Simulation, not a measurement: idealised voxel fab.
A process module follows: voxel quadruple lines.
Pictured: cross-section cut, 230 nm wide, on a grid of 5 nm square cells.
We lay out every cross-section as a grid of square cells and spell it out in bands from the top down, where one band means one or more rows of cells.
Top, bottom (nm), then materials left to right with widths (nm); lone material tagged "everywhere" fills the whole band edge to edge; "empty" = empty space.
Height is counted from the level 0, under which the received wafer is composed throughout of one material. The lowest of the bands is not closed at the bottom but continues downward, in the notation "0 and below".
Width: "30 to 40" (first number = top row, second number = bottom row, same change from row to row of cells).
When a step is marked "no alteration", none of the cells in the cross-section changed during that step.
"Closed internal voids": sealed empty spaces, 8 cells or more, no open way to top, listed width x height at distance, with distance from the left edge and width, height and distance in nm.
If you see something after the settings on a step's line, that's the simulator's own remark about that step.
overlay nm: right-of-plan distance of the mask on a masked step; negative values mean left-of-plan.

-- Here's what the planned process steps look like
1) RECEIVE (material Si)
2) CONFORMAL_DEP (material Al2O3; thk nm 10)
3) DIRECTIONAL_DEP (material W; thk nm 15)
4) DIRECTIONAL_DEP (material polySi; thk nm 20)
5) DIRECTIONAL_DEP (material aC; thk nm 20)
6) PATTERN (tone cover; mask id MANDREL; material resist; width nm 35; pitch nm 100; thk nm 30; overlay nm 0)
7) DIRECTIONAL_ETCH (etch materials aC; depth nm 20)
8) STRIP (etch materials resist)
9) CONFORMAL_DEP (material SiO2; thk nm 15)
10) DIRECTIONAL_ETCH (etch materials SiO2; depth nm 15)
11) STRIP (etch materials aC)
12) DIRECTIONAL_ETCH (etch materials polySi; depth nm 20)
13) STRIP (etch materials SiO2)
14) CONFORMAL_DEP (material SiCN; thk nm 10)
15) DIRECTIONAL_ETCH (etch materials SiCN; depth nm 10)
16) STRIP (etch materials polySi)
17) DIRECTIONAL_ETCH (etch materials W; depth nm 15)
18) STRIP (etch materials SiCN)
19) FILL_DEP (material lowk; thk nm 5)
20) CMP (height nm 25)

-- As-received state of the wafer in cross-section, equivalent to post-step 1
> 0 and below | Si everywhere
> Closed internal voids: none

-- The cross-section shown corresponds to the wafer at the conclusion of the module. The initial structure and the process plan are those presented above; however, one mistake occurred in executing the plan
> 25 down to 10 | 25 lowk / 10 W / 15 lowk / 10 W / 15 lowk / 10 W / 15 lowk / 10 W / 15 lowk / 10 W / 15 lowk / 10 W / 15 lowk / 10 W / 15 lowk / 10 W / 20 lowk
> 10 down to 0 | Al2O3 everywhere
> 0 and below | Si everywhere
> Closed internal voids: none
Short version of what went wrong: rather than as planned, step 6 actually ran as PATTERN (tone cover; mask id MANDREL; material resist; width nm 35; pitch nm 100; thk nm 30; overlay nm 5)
